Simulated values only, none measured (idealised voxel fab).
Title: Process Module voxel plated lines
Square cells of 5 nm make up the cross-section cut, whose width is 165 nm.
For the purposes of this document, a cross-section shall be understood as a grid of square cells, specified as bands listed in top-to-bottom order, each band consisting of one or more rows of cells. Look at the band entry: it leads with the top's height and the bottom's height in nm. Then it lists the materials left to right, with a width in nm for each. The word "everywhere" on a single material says that material fills the band edge to edge. The word "empty" is empty space. Counting heights begins at 0, where everything beneath is, in the wafer as received, one material. The lowest band has no bottom; it goes on downwards, as "top 0, no bottom" shows. A width given as "30->40" starts at the first number in the band's top row and ends at the second number in its bottom row, shifting by an equal amount at every step from row to row. Where the words "no modification" appear for a step, the cross-section shows no cell changed by that step; every cell remained as before. The list in "Closed void register" covers empty spaces of 8 cells or more that cannot reach the top through any open way, and it gives each as width x height at distance; the distance is from the left edge, and width, height and distance are in nm. Step line, after settings: the simulator's comment on this step. overlay nm: for a step with a mask, the amount by which the mask lay right of where it was planned; a negative amount means left of it.
Listed below are the process steps as planned
1. RECEIVE: material Si
2. CONFORMAL_DEP: material Al2O3, thk nm 10
3. DIRECTIONAL_DEP: material TiN, thk nm 5
4. PATTERN: tone open, mask id LINES, material resist, width nm 15, pitch nm 40, thk nm 35, overlay nm 0
5. EPI: material Ru, thk nm 5
6. EPI: material Ru, thk nm 10
7. EPI: material Ru, thk nm 10
8. STRIP: etch materials resist
9. DIRECTIONAL_ETCH: etch materials TiN, depth nm 5
10. CONFORMAL_DEP: material SiO2, thk nm 10
Incoming wafer in cross-section (state: after step 1)
	top 0, no bottom | Si everywhere
	Closed void register: none
Cross-section, first of two wafers, end of module, run as planned
	top 50, bottom 40 | 25 of empty | 35 of SiO2 | 5 of empty | 35 of SiO2 | 5 of empty | 35 of SiO2 | 25 of empty
	top 40, bottom 20 | 25 of empty | 10 of SiO2 | 15 of Ru | 10 of SiO2 | 5 of empty | 10 of SiO2 | 15 of Ru | 10 of SiO2 | 5 of empty | 10 of SiO2 | 15 of Ru | 10 of SiO2 | 25 of empty
	top 20, bottom 15 | 35 of SiO2 | 15 of Ru | 25 of SiO2 | 15 of Ru | 25 of SiO2 | 15 of Ru | 35 of SiO2
	top 15, bottom 10 | 35 of SiO2 | 15 of TiN | 25 of SiO2 | 15 of TiN | 25 of SiO2 | 15 of TiN | 35 of SiO2
	top 10, bottom 0 | Al2O3 everywhere
	top 0, no bottom | Si everywhere
	Closed void register: none
Second wafer at the end: like start, like plan, one mistake
	top 40, bottom 30 | 25 of empty | 35 of SiO2 | 5 of empty | 35 of SiO2 | 5 of empty | 35 of SiO2 | 25 of empty
	top 30, bottom 20 | 25 of empty | 10 of SiO2 | 15 of Ru | 10 of SiO2 | 5 of empty | 10 of SiO2 | 15 of Ru | 10 of SiO2 | 5 of empty | 10 of SiO2 | 15 of Ru | 10 of SiO2 | 25 of empty
	top 20, bottom 15 | 35 of SiO2 | 15 of Ru | 25 of SiO2 | 15 of Ru | 25 of SiO2 | 15 of Ru | 35 of SiO2
	top 15, bottom 10 | 35 of SiO2 | 15 of TiN | 25 of SiO2 | 15 of TiN | 25 of SiO2 | 15 of TiN | 35 of SiO2
	top 10, bottom 0 | Al2O3 everywhere
	top 0, no bottom | Si everywhere
	Closed void register: none
Against the plan, the run slipped here: since steps 6 and 7 are all the same, there's no way to know which one of them was skipped, only that one was
The final cell counts differ between the wafers, with the second having more or fewer of some materials than the first: Ru -18; SiO2 -24
